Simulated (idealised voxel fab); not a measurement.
You're looking at the process module voxel lift off.
Cross-sectional view cut (width: 260 nm; square cell size: 5 nm).
When this document writes out a cross-section, it uses a grid of square cells and lists it as bands, beginning at the top and moving down, with a band standing for one or more rows of cells. A band entry consists of two parts. The first gives the height of the band's top and the height of its bottom, in nm. The rest lists the band's materials from left to right, each with its width in nm. A single material labelled with the word "edge to edge" fills the band from edge to edge, and the word "empty" marks empty space. Height datum 0, below which the as-received substrate wafer is one material. Lowest band open at the bottom, running downward: "0..down". The expression "30 to 40" gives the width at the extremes of the band, the first number at its top row of cells and the second at its bottom row, with the width changing by equal amounts from each row to the next in between. You'll sometimes find "no alterations made" written for a step, and that's the way of saying that nowhere in the cross-section did a cell change during that step. In "Closed voids list" the enclosed voids are listed, meaning empty spaces of 8 cells or larger without any opening to the top. The form is width x height at distance, distance from the left edge, units nm. Post-settings text on a step line: simulator's own remark regarding the step. For masked steps, "overlay nm" on the step line gives how far right of plan the mask actually lay; a minus sign means it lay to the left.
-- Steps planned for the process
1. RECEIVE | material Si
2. CONFORMAL_DEP | material SiN | thk nm 15
3. PATTERN | tone open | mask id LINES | material resist | width nm 25 | pitch nm 50 | thk nm 30 | overlay nm 0
4. DIRECTIONAL_DEP | material Ru | thk nm 15
5. STRIP | etch materials resist
6. CONFORMAL_DEP | material SiCN | thk nm 5
-- So this is the incoming wafer in cross-section - it's already been through step 1
- 0..down | Si edge to edge
- Closed voids list: none
-- Post-module cross-section of the first of two wafers (run per plan)
- 35..30 | empty 60 nm; SiCN 35 nm; empty 15 nm; SiCN 35 nm; empty 15 nm; SiCN 35 nm; empty 65 nm
- 30..20 | empty 60 nm; SiCN 5 nm; Ru 25 nm; SiCN 5 nm; empty 15 nm; SiCN 5 nm; Ru 25 nm; SiCN 5 nm; empty 15 nm; SiCN 5 nm; Ru 25 nm; SiCN 5 nm; empty 65 nm
- 20..15 | SiCN 65 nm; Ru 25 nm; SiCN 25 nm; Ru 25 nm; SiCN 25 nm; Ru 25 nm; SiCN 70 nm
- 15..0 | SiN edge to edge
- 0..down | Si edge to edge
- Closed voids list: none
-- Module end: cross-section of wafer two of two. Same start and process plan as the first wafer. One mistake during execution
- 35..30 | SiCN 70 nm; empty 15 nm; SiCN 35 nm; empty 15 nm; SiCN 35 nm; empty 15 nm; SiCN 75 nm
- 30..20 | Ru 65 nm; SiCN 5 nm; empty 15 nm; SiCN 5 nm; Ru 25 nm; SiCN 5 nm; empty 15 nm; SiCN 5 nm; Ru 25 nm; SiCN 5 nm; empty 15 nm; SiCN 5 nm; Ru 70 nm
- 20..15 | Ru 65 nm; SiCN 25 nm; Ru 25 nm; SiCN 25 nm; Ru 25 nm; SiCN 25 nm; Ru 70 nm
- 15..0 | SiN edge to edge
- 0..down | Si edge to edge
- Closed voids list: none
So what did we get wrong on this run? heads up, step 3 didn't go per plan, it actually ran as PATTERN | tone cover | mask id LINES | material resist | width nm 25 | pitch nm 50 | thk nm 30 | overlay nm 0
Once processing is complete, comparing cell counts shows that the second wafer has more or fewer of certain materials than the first: 66 more of Ru
